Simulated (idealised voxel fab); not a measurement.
This section sets out a process module, namely voxel spacer lines.
cross-section cut | 300 nm wide | cells 5 nm
Bands, listed from the top down, are how a cross-section gets written in this document; the cross-section itself is a grid of square cells, and a band is one or more rows of them.
Per band: top height and bottom height in nm, followed by the left-to-right materials and their widths in nm; "everywhere" marks a single material spanning edge to edge, "air" marks empty space.
Beneath 0, the wafer as received is one material, and that level is where height counting begins. The lowest band goes on downward without a bottom; it is written like "z 0 and below".
A width such as "30->40" changes by the same amount from each row of cells to the next, from the band's top row to its bottom row.
Where the words "remained the same" appear for a step, the cross-section shows no cell changed by that step; every cell remained as before.
Heads up: "Closed void register" only lists the empty pockets with no open path to the top that are 8 cells or more, and it writes them as width x height at distance, distance from the left edge, in nm.
That trailing text on a step's line, after the settings, is the simulator's own remark on the step.
The optional step-line setting "overlay nm" applies to steps with a mask and quantifies how far to the right of its planned location the mask lay, a negative value indicating leftward placement.

Below is the list of planned process steps:
step 1: RECEIVE,material Si
step 2: CONFORMAL_DEP,material Al2O3,thk nm 5
step 3: DIRECTIONAL_DEP,material TiN,thk nm 15
step 4: DIRECTIONAL_DEP,material aC,thk nm 25
step 5: PATTERN,tone cover,mask id MANDREL,material resist,width nm 15,pitch nm 60,thk nm 30,overlay nm 0
step 6: DIRECTIONAL_ETCH,etch materials aC,depth nm 25
step 7: STRIP,etch materials resist
step 8: CONFORMAL_DEP,material SiO2,thk nm 15
step 9: DIRECTIONAL_ETCH,etch materials SiO2,depth nm 15
step 10: STRIP,etch materials aC
step 11: DIRECTIONAL_ETCH,etch materials TiN,depth nm 15
step 12: STRIP,etch materials SiO2

Wafer at receipt (post step 1), cross-section:
	z 0 and below  Si everywhere
	Closed void register: none

Same starting wafer, same plan as above, one mistake in the execution; this is the cross-section at the end of the module:
	z 20 to 5  air 95, then TiN 45, then air 15, then TiN 45, then air 100
	z 5 to 0  Al2O3 everywhere
	z 0 and below  Si everywhere
	Closed void register: none
Short version of what went wrong: step 11 occupied the plan position of step 10, and the converse holds as well
